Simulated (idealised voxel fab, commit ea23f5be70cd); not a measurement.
Herein follows the process module entitled voxel lift off.
Square cell edge 5 nm, section width 260 nm, ID cut.
Each cross-section below is a grid of square cells, stated as bands in top-down order, with one or more rows of cells making up each band. First you get the band's top height and its bottom height, in nm, and then the materials it's made of, left to right, with each width in nm. If you see a single material with "edge to edge", that one covers the band edge to edge. "empty" is empty space. Heights from 0 (as-received wafer is one material below). Bottom band endless downward, as "0 nm and below". It should be noted that a width expressed as "30..40" varies in equal increments from row to row of cells within the band, taking the value of the first number at the top row and that of the second number at the bottom row. "nothing altered" for a step: no cell of the cross-section changed in that step. Closed empty spaces (no open way to the top) of 8 cells or more are what "Voids, fully enclosed" lists, each as width x height at distance from the left edge, nm for all three. Step line, after settings: the simulator's comment on this step. overlay nm: right-of-plan distance of the mask on a masked step; negative values mean left-of-plan.

Steps in the process plan:
1,RECEIVE | material Si
2,CONFORMAL_DEP | material SiN | thk nm 15
3,PATTERN | tone open | mask id LINES | material resist | width nm 25 | pitch nm 50 | thk nm 30 | overlay nm -15
4,DIRECTIONAL_DEP | material Ru | thk nm 15
5,STRIP | etch materials resist
6,CONFORMAL_DEP | material SiCN | thk nm 5
Wafers differ in overlay nm at step 3; plan lists the first wafer's value; identical starting state.

Cross-section of the first of several wafers on receipt, reflecting completion of step 1:
0 nm and below = Si edge to edge
Voids, fully enclosed: none

Module end state after final step 6: cross-section of the first of several wafers:
35 nm to 30 nm = empty (45)  SiCN (35)  empty (15)  SiCN (35)  empty (15)  SiCN (35)  empty (80)
30 nm to 20 nm = empty (45)  SiCN (5)  Ru (25)  SiCN (5)  empty (15)  SiCN (5)  Ru (25)  SiCN (5)  empty (15)  SiCN (5)  Ru (25)  SiCN (5)  empty (80)
20 nm to 15 nm = SiCN (50)  Ru (25)  SiCN (25)  Ru (25)  SiCN (25)  Ru (25)  SiCN (85)
15 nm to 0 nm = SiN edge to edge
0 nm and below = Si edge to edge
Voids, fully enclosed: none

Here we cross-sectioned the last of the wafers once the module was done:
35 nm to 30 nm = empty (75)  SiCN (35)  empty (15)  SiCN (35)  empty (15)  SiCN (35)  empty (50)
30 nm to 20 nm = empty (75)  SiCN (5)  Ru (25)  SiCN (5)  empty (15)  SiCN (5)  Ru (25)  SiCN (5)  empty (15)  SiCN (5)  Ru (25)  SiCN (5)  empty (50)
20 nm to 15 nm = SiCN (80)  Ru (25)  SiCN (25)  Ru (25)  SiCN (25)  Ru (25)  SiCN (55)
15 nm to 0 nm = SiN edge to edge
0 nm and below = Si edge to edge
Voids, fully enclosed: none

Below: a row per wafer. Contents at end of module: for every material, cells gained since receipt (+) or lost since receipt (-); then closed voids:
overlay nm -15 | +45 Ru | +70 SiCN | +156 SiN | Voids, fully enclosed: none
overlay nm -10 | +45 Ru | +70 SiCN | +156 SiN | Voids, fully enclosed: none
overlay nm -5 | +45 Ru | +70 SiCN | +156 SiN | Voids, fully enclosed: none
overlay nm 0 | +45 Ru | +70 SiCN | +156 SiN | Voids, fully enclosed: none
overlay nm 5 | +45 Ru | +70 SiCN | +156 SiN | Voids, fully enclosed: none
overlay nm 10 | +45 Ru | +70 SiCN | +156 SiN | Voids, fully enclosed: none
overlay nm 15 | +45 Ru | +70 SiCN | +156 SiN | Voids, fully enclosed: none
